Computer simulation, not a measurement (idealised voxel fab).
process module | voxel ribs on slabs
cross-section cut | 170 nm wide | cells 5 nm
A cross-section is a grid of square cells, given in bands from the top down. A band is one or more rows of cells.
Each band's line starts with the height of the band's top and of its bottom, in nm. Then come its materials from left to right, each with its width in nm. One material with "throughout" fills the band from edge to edge. "air" is empty space.
Height 0 is the level under which the wafer as received is all one material. The lowest band goes on downwards, as in "0 down".
A width such as "30 to 40" changes by the same amount from each row of cells to the next, from the band's top row to its bottom row.
"no change" after a step means that no cell of the cross-section changed.
closed voids: empty space of 8 cells or more with no open way to the top, each as width x height at its distance from the left edge, in nm
after a step's settings: what the simulator itself notes on the step
overlay nm, on a step with a mask: how far to the right of its planned place the mask lay; to the left if negative
plan
1 op RECEIVE | material Si
2 op DIRECTIONAL_DEP | material SiO2 | thk nm 30
3 op DIRECTIONAL_DEP | material polySi | thk nm 25
4 op DIRECTIONAL_DEP | material aC | thk nm 10
5 op PATTERN | tone cover | mask id RIB | material resist | width nm 25 | thk nm 30 | overlay nm 0
6 op DIRECTIONAL_ETCH | etch materials aC | depth nm 10
7 op STRIP | etch materials resist
8 op DIRECTIONAL_ETCH | etch materials polySi | depth nm 10
9 op STRIP | etch materials aC
10 op MASKED_ETCH | tone cover | mask id SLAB | width nm 55 | etch materials polySi | depth nm 15 | overlay nm 0
11 op FILL_DEP | material SiO2 | thk nm 25
12 op CMP | height nm 75
13 op DIRECTIONAL_DEP | material W | thk nm 10
14 op DIRECTIONAL_DEP | material aC | thk nm 15
15 op PATTERN | tone cover | mask id HEATER | material resist | width nm 35 | thk nm 30 | overlay nm 0
16 op DIRECTIONAL_ETCH | etch materials aC | depth nm 15
17 op STRIP | etch materials resist
18 op DIRECTIONAL_ETCH | etch materials W | depth nm 10
19 op STRIP | etch materials aC
20 op CONFORMAL_DEP | material SiO2 | thk nm 5
as received, after step 1
  0 down: Si throughout
  closed voids: none
a wafer at the end: this start, this plan, one mistake
  85 to 75: air 65 | W 35 | air 70
  75 to 55: SiO2 throughout
  55 to 45: SiO2 70 | polySi 25 | SiO2 75
  45 to 30: SiO2 55 | polySi 55 | SiO2 60
  30 to 0: SiO2 throughout
  0 down: Si throughout
  closed voids: none
what went wrong: step 20 was left out
